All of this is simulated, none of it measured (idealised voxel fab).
Proc. module: voxel trench capacitor
FYI the section here is cut, 195 nm wide, cells are 5 nm squares.
If you're reading a cross-section in this doc, picture square cells in a grid; it comes to you as bands, top ones listed first down to the bottom, and a band can be one or more rows of cells.
Top height, bottom height, nm. Materials left to right, width each, nm. Single material + "all across" = fills band edge to edge. "blank" = empty.
Height datum 0, below which the as-received substrate wafer is one material. Lowest band open at the bottom, running downward: "0..down".
You'd read "30 to 40" like this: the band's top row of cells is as wide as the first number, its bottom row is as wide as the second, and going down, every row changes width by the same amount as the row before did.
Step marked "nothing altered"? Then no cell in the cross-section changed in it.
Any empty space of 8 cells or more lacking an open way to the top shows up in "Sealed void listing" as width x height at distance, distance from the left edge, in nm.
That trailing text on a step's line, after the settings, is the simulator's own remark on the step.
"overlay nm" on a masked step: distance the mask lay right of its planned place, negative for left.
**Process steps foreseen in the plan**
1: RECEIVE [material Si]
2: CONFORMAL_DEP [material SiN] [thk nm 5]
3: DIRECTIONAL_DEP [material aC] [thk nm 15]
4: PATTERN [tone open] [mask id TRENCH] [material resist] [width nm 25] [pitch nm 55] [thk nm 35] [overlay nm 0]
5: DIRECTIONAL_ETCH [etch materials aC] [depth nm 15]
6: STRIP [etch materials resist]
7: DIRECTIONAL_ETCH [etch materials SiN] [depth nm 5]
8: DIRECTIONAL_ETCH [etch materials Si] [depth nm 35]
9: STRIP [etch materials aC]
10: CONFORMAL_DEP [material SiO2] [thk nm 5]
11: FILL_DEP [material polySi] [thk nm 10]
12: CMP [height nm 5]
**Wafer at receipt (post step 1), cross-section**
    0..down  Si all across
    Sealed void listing: none
**Final wafer profile in cross-section after the module, from the same start and plan as above, with one mistake made during processing**
    5..0  SiN=35 / SiO2=5 / polySi=5 / SiO2=5 / SiN=40 / SiO2=5 / polySi=5 / SiO2=5 / SiN=40 / SiO2=5 / polySi=5 / SiO2=5 / SiN=35
    0..-30  Si=35 / SiO2=5 / polySi=5 / SiO2=5 / Si=40 / SiO2=5 / polySi=5 / SiO2=5 / Si=40 / SiO2=5 / polySi=5 / SiO2=5 / Si=35
    -30..-35  Si=35 / SiO2=15 / Si=40 / SiO2=15 / Si=40 / SiO2=15 / Si=35
    -35..down  Si all across
    Sealed void listing: none
So what did we get wrong on this run? the process deviated at step 4: the operation and settings actually run there were PATTERN [tone open] [mask id TRENCH] [material resist] [width nm 15] [pitch nm 55] [thk nm 35] [overlay nm 0]
